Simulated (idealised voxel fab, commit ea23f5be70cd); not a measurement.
Module name: voxel transistor to metal (process module)
FYI the section here is cut, 295 nm wide, cells are 5 nm squares.
Throughout this document, each cross-section is represented as a grid of square cells and is presented as a sequence of bands enumerated from the top downward, where a band comprises one or more rows of cells. Top height, bottom height, nm. Materials left to right, width each, nm. Single material + "throughout" = fills band edge to edge. "blank" = empty. We count height from 0. Below that, the starting wafer is all one material. The lowest band never ends at the bottom but goes on down; see "z 0 and below" for how that is written. The two numbers in a width such as "30 to 40" mark its ends across the band: the first belongs to the top row of cells, the second to the bottom row, and from each row to the next the width moves by the same amount. "everything unchanged" for a step: no cell of the cross-section changed in that step. Reported under the label "Sealed internal voids" are the empty spaces having no open way to the top and comprising 8 cells or more; the notation for each is width x height at distance, in which the distance is measured from the left edge and all three values are in nm. Step line, after settings: the simulator's comment on this step. Regarding "overlay nm": on a step with a mask, it is the distance the mask lay to the right of its planned place; a negative value places it to the left.

Steps in the process plan
- 1: RECEIVE: material Si
- 2: OXIDIZE: depth nm 5
- 3: CONFORMAL_DEP: material SiN, thk nm 10
- 4: DIRECTIONAL_DEP: material aC, thk nm 15
- 5: PATTERN: tone cover, mask id ACTIVE, material resist, width nm 110, pitch nm 140, thk nm 30, overlay nm 0
- 6: DIRECTIONAL_ETCH: etch materials aC, depth nm 15
- 7: STRIP: etch materials resist
- 8: DIRECTIONAL_ETCH: etch materials SiN, depth nm 10
- 9: DIRECTIONAL_ETCH: etch materials SiO2, depth nm 5
- 10: DIRECTIONAL_ETCH: etch materials Si, depth nm 30
- 11: STRIP: etch materials aC
- 12: FILL_DEP: material SiO2, thk nm 5
- 13: CMP: height nm 10
- 14: SELECTIVE_ETCH: etch materials SiO2, depth nm 5
- 15: STRIP: etch materials SiN
- 16: SELECTIVE_ETCH: etch materials SiO2, depth nm 5
- 17: OXIDIZE: depth nm 5
- 18: DIRECTIONAL_DEP: material polySi, thk nm 30
- 19: DIRECTIONAL_DEP: material SiCN, thk nm 10
- 20: PATTERN: tone cover, mask id GATE, material resist, width nm 20, pitch nm 140, thk nm 20, overlay nm 0
- 21: DIRECTIONAL_ETCH: etch materials SiCN, depth nm 20
- 22: DIRECTIONAL_ETCH: etch materials polySi, depth nm 40
- 23: STRIP: etch materials resist
- 24: CONFORMAL_DEP: material SiO2, thk nm 5
- 25: DIRECTIONAL_ETCH: etch materials SiO2, depth nm 5
- 26: CONFORMAL_DEP: material SiN, thk nm 5
- 27: DIRECTIONAL_ETCH: etch materials SiN, depth nm 5
- 28: DIRECTIONAL_ETCH: etch materials SiO2, depth nm 5
- 29: DIRECTIONAL_ETCH: etch materials Si, depth nm 10
- 30: EPI: material SiGe, thk nm 15
- 31: FILL_DEP: material SiO2, thk nm 5
- 32: CMP: height nm 35
- 33: DIRECTIONAL_DEP: material SiO2, thk nm 10
- 34: PATTERN: tone open, mask id CONTACT, material resist, width nm 35, thk nm 15, overlay nm 0
- 35: DIRECTIONAL_ETCH: etch materials SiO2, depth nm 40
- 36: STRIP: etch materials resist
- 37: CONFORMAL_DEP: material TiN, thk nm 5
- 38: FILL_DEP: material Ru, thk nm 5
- 39: CMP: height nm 45
- 40: DIRECTIONAL_DEP: material TiN, thk nm 5
- 41: DIRECTIONAL_DEP: material W, thk nm 20
- 42: DIRECTIONAL_DEP: material aC, thk nm 10
- 43: PATTERN: tone cover, mask id METAL_1, material resist, width nm 20, thk nm 25, overlay nm 0
- 44: DIRECTIONAL_ETCH: etch materials aC, depth nm 10
- 45: STRIP: etch materials resist
- 46: DIRECTIONAL_ETCH: etch materials W, depth nm 20
- 47: DIRECTIONAL_ETCH: etch materials TiN, depth nm 5
- 48: STRIP: etch materials aC
- 49: CONFORMAL_DEP: material SiN, thk nm 5
- 50: FILL_DEP: material SiO2, thk nm 10
- 51: CMP: height nm 70
- 52: CONFORMAL_DEP: material SiCN, thk nm 5

Incoming wafer in cross-section (state: after step 1)
z 0 and below: Si throughout
Sealed internal voids: none

Here's the wafer cut in cross-section after the module, started and planned just like above, except one thing was done wrong in the run
z 85 to 80: SiCN throughout
z 80 to 75: SiO2 throughout
z 75 to 70: SiO2: 20, then SiN: 30, then SiO2: 50, then SiN: 30, then SiO2: 30, then SiN: 30, then SiO2: 50, then SiN: 30, then SiO2: 25
z 70 to 50: SiO2: 20, then SiN: 5, then W: 20, then SiN: 5, then SiO2: 50, then SiN: 5, then W: 20, then SiN: 5, then SiO2: 30, then SiN: 5, then W: 20, then SiN: 5, then SiO2: 50, then SiN: 5, then W: 20, then SiN: 5, then SiO2: 25
z 50 to 45: SiN: 25, then TiN: 20, then SiN: 60, then TiN: 20, then SiN: 40, then TiN: 20, then SiN: 60, then TiN: 20, then SiN: 30
z 45 to 35: SiO2: 25, then TiN: 5, then Ru: 25 to 20, then TiN: 5 to 10, then SiO2: 30, then TiN: 5 to 10, then Ru: 25 to 20, then TiN: 5, then SiO2: 40, then TiN: 5, then Ru: 25 to 20, then TiN: 5 to 10, then SiO2: 30, then TiN: 5 to 10, then Ru: 25 to 20, then TiN: 5, then SiO2: 30
z 35 to 25: SiO2: 25, then TiN: 5, then Ru: 20, then TiN: 5, then SiN: 5, then SiO2: 5, then SiCN: 20, then SiO2: 5, then SiN: 5, then TiN: 5, then Ru: 20, then TiN: 5, then SiO2: 40, then TiN: 5, then Ru: 20, then TiN: 5, then SiN: 5, then SiO2: 5, then SiCN: 20, then SiO2: 5, then SiN: 5, then TiN: 5, then Ru: 20, then TiN: 5, then SiO2: 30
z 25 to 10: SiO2: 25, then TiN: 5, then Ru: 20, then TiN: 5, then SiN: 5, then SiO2: 5, then polySi: 20, then SiO2: 5, then SiN: 5, then TiN: 5, then Ru: 20, then TiN: 5, then SiO2: 40, then TiN: 5, then Ru: 20, then TiN: 5, then SiN: 5, then SiO2: 5, then polySi: 20, then SiO2: 5, then SiN: 5, then TiN: 5, then Ru: 20, then TiN: 5, then SiO2: 30
z 10 to 5: SiO2: 25, then TiN: 30, then SiN: 5, then SiO2: 5, then polySi: 20, then SiO2: 5, then SiN: 5, then TiN: 30, then SiO2: 40, then TiN: 30, then SiN: 5, then SiO2: 5, then polySi: 20, then SiO2: 5, then SiN: 5, then TiN: 30, then SiO2: 30
z 5 to 0: SiO2: 20, then SiGe: 35, then SiN: 5, then SiO2: 5, then polySi: 20, then SiO2: 5, then SiN: 5, then SiGe: 35, then SiO2: 30, then SiGe: 35, then SiN: 5, then SiO2: 5, then polySi: 20, then SiO2: 5, then SiN: 5, then SiGe: 35, then SiO2: 25
z 0 to -5: SiO2: 20, then SiN: 5, then SiGe: 30, then SiN: 5, then SiO2: 5, then polySi: 20, then SiO2: 5, then SiN: 5, then SiGe: 30, then SiN: 5, then SiO2: 30, then SiN: 5, then SiGe: 30, then SiN: 5, then SiO2: 5, then polySi: 20, then SiO2: 5, then SiN: 5, then SiGe: 30, then SiN: 5, then SiO2: 25
z -5 to -10: SiO2: 25, then SiGe: 30, then SiO2: 40, then SiGe: 30, then SiO2: 40, then SiGe: 30, then SiO2: 40, then SiGe: 30, then SiO2: 30
z -10 to -20: SiO2: 20, then Si: 5, then SiGe: 30, then Si: 40, then SiGe: 30, then Si: 5, then SiO2: 30, then Si: 5, then SiGe: 30, then Si: 40, then SiGe: 30, then Si: 5, then SiO2: 25
z -20 to -35: SiO2: 20, then Si: 110, then SiO2: 30, then Si: 110, then SiO2: 25
z -35 and below: Si throughout
Sealed internal voids: none
Misprocessing identified: step 51, actual vs plan mismatch, actual run CMP: height nm 80
